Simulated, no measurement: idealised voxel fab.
process module | voxel wiring stack
cross-section cut | 280 nm wide | cells 5 nm
A cross-section is a grid of square cells, given in bands from the top down. A band is one or more rows of cells.
Each band's line starts with the height of the band's top and of its bottom, in nm. Then come its materials from left to right, each with its width in nm. One material with "throughout" fills the band from edge to edge. "air" is empty space.
Height 0 is the level under which the wafer as received is all one material. The lowest band goes on downwards, as in "0 down".
A width such as "30 to 40" changes by the same amount from each row of cells to the next, from the band's top row to its bottom row.
"no change" after a step means that no cell of the cross-section changed.
closed voids: empty space of 8 cells or more with no open way to the top, each as width x height at its distance from the left edge, in nm
after a step's settings: what the simulator itself notes on the step
overlay nm, on a step with a mask: how far to the right of its planned place the mask lay; to the left if negative
plan
1 op RECEIVE | material Si
2 op CONFORMAL_DEP | material SiO2 | thk nm 10
3 op CONFORMAL_DEP | material SiN | thk nm 5
4 op DIRECTIONAL_DEP | material SiO2 | thk nm 20
5 op MASKED_ETCH | tone open | mask id METAL_1 | width nm 20 | pitch nm 40 | etch materials SiO2 | depth nm 20 | overlay nm 0
6 op MASKED_ETCH | tone open | mask id METAL_1 | width nm 20 | pitch nm 40 | etch materials SiN | depth nm 5 | overlay nm 0
7 op CONFORMAL_DEP | material TiN | thk nm 5
8 op FILL_DEP | material Ru | thk nm 10
9 op CMP | height nm 35
10 op CONFORMAL_DEP | material SiCN | thk nm 5
11 op DIRECTIONAL_DEP | material SiO2 | thk nm 15
12 op MASKED_ETCH | tone open | mask id PLUG_1 | width nm 15 | pitch nm 80 | etch materials SiO2 | depth nm 15 | overlay nm 0
13 op MASKED_ETCH | tone open | mask id PLUG_1 | width nm 15 | pitch nm 80 | etch materials SiCN | depth nm 5 | overlay nm 0
14 op CONFORMAL_DEP | material TiN | thk nm 5
15 op FILL_DEP | material W | thk nm 5
16 op CMP | height nm 55
17 op CONFORMAL_DEP | material SiN | thk nm 5
18 op DIRECTIONAL_DEP | material lowk | thk nm 20
19 op MASKED_ETCH | tone open | mask id METAL_2 | width nm 20 | pitch nm 40 | etch materials lowk | depth nm 20 | overlay nm 0
20 op MASKED_ETCH | tone open | mask id METAL_2 | width nm 20 | pitch nm 40 | etch materials SiN | depth nm 5 | overlay nm 0
21 op CONFORMAL_DEP | material TiN | thk nm 5
22 op FILL_DEP | material Cu | thk nm 5
23 op CMP | height nm 80
24 op CONFORMAL_DEP | material SiCN | thk nm 5
25 op DIRECTIONAL_DEP | material lowk | thk nm 35
26 op MASKED_ETCH | tone open | mask id METAL_3 | width nm 20 | pitch nm 40 | etch materials lowk | depth nm 20 | overlay nm 0
27 op DIRECTIONAL_DEP | material aC | thk nm 10
28 op PATTERN | tone open | mask id METAL_3_HOLES | material resist | width nm 15 | pitch nm 80 | thk nm 25 | overlay nm 0
29 op DIRECTIONAL_ETCH | etch materials aC | depth nm 10
30 op STRIP | etch materials resist
31 op DIRECTIONAL_ETCH | etch materials lowk | depth nm 15
32 op DIRECTIONAL_ETCH | etch materials SiCN | depth nm 5
33 op STRIP | etch materials aC
34 op CONFORMAL_DEP | material TiN | thk nm 5
35 op FILL_DEP | material Cu | thk nm 10
36 op CMP | height nm 120
37 op CONFORMAL_DEP | material SiN | thk nm 5
as received, after step 1
  0 down: Si throughout
  closed voids: none
a wafer at the end: this start, this plan, one mistake
  125 to 120: SiN throughout
  120 to 110: Cu throughout
  110 to 105: TiN 95 | Cu 10 | TiN 30 | Cu 10 | TiN 30 | Cu 10 | TiN 95
  105 to 100: lowk 90 | TiN 20 | lowk 20 | TiN 5 | Cu 10 | TiN 5 | lowk 20 | TiN 20 | lowk 90
  100 to 85: lowk 105 | TiN 5 | lowk 20 | TiN 5 | Cu 10 | TiN 5 | lowk 35 | TiN 5 | lowk 90
  85 to 80: SiCN 105 | TiN 5 | SiCN 20 | TiN 20 | SiCN 35 | TiN 5 | SiCN 90
  80 to 60: lowk 90 | TiN 5 | Cu 10 | TiN 5 | lowk 20 | TiN 5 | Cu 10 | TiN 5 | lowk 20 | TiN 5 | Cu 10 | TiN 5 | lowk 90
  60 to 55: SiN 90 | TiN 20 | SiN 20 | TiN 20 | SiN 20 | TiN 20 | SiN 90
  55 to 40: SiO2 90 | TiN 5 | W 5 | TiN 5 | SiO2 65 | TiN 5 | W 5 | TiN 5 | SiO2 95
  40 to 35: SiCN 90 | TiN 15 | SiCN 65 | TiN 15 | SiCN 95
  35 to 15: SiO2 90 | TiN 5 | Ru 10 | TiN 5 | SiO2 20 | TiN 5 | Ru 10 | TiN 5 | SiO2 20 | TiN 5 | Ru 10 | TiN 5 | SiO2 90
  15 to 10: SiN 90 | TiN 20 | SiN 20 | TiN 20 | SiN 20 | TiN 20 | SiN 90
  10 to 0: SiO2 throughout
  0 down: Si throughout
  closed voids: none
what went wrong: step 28 ran as: op PATTERN | tone cover | mask id METAL_3_HOLES | material resist | width nm 15 | pitch nm 80 | thk nm 25 | overlay nm 0
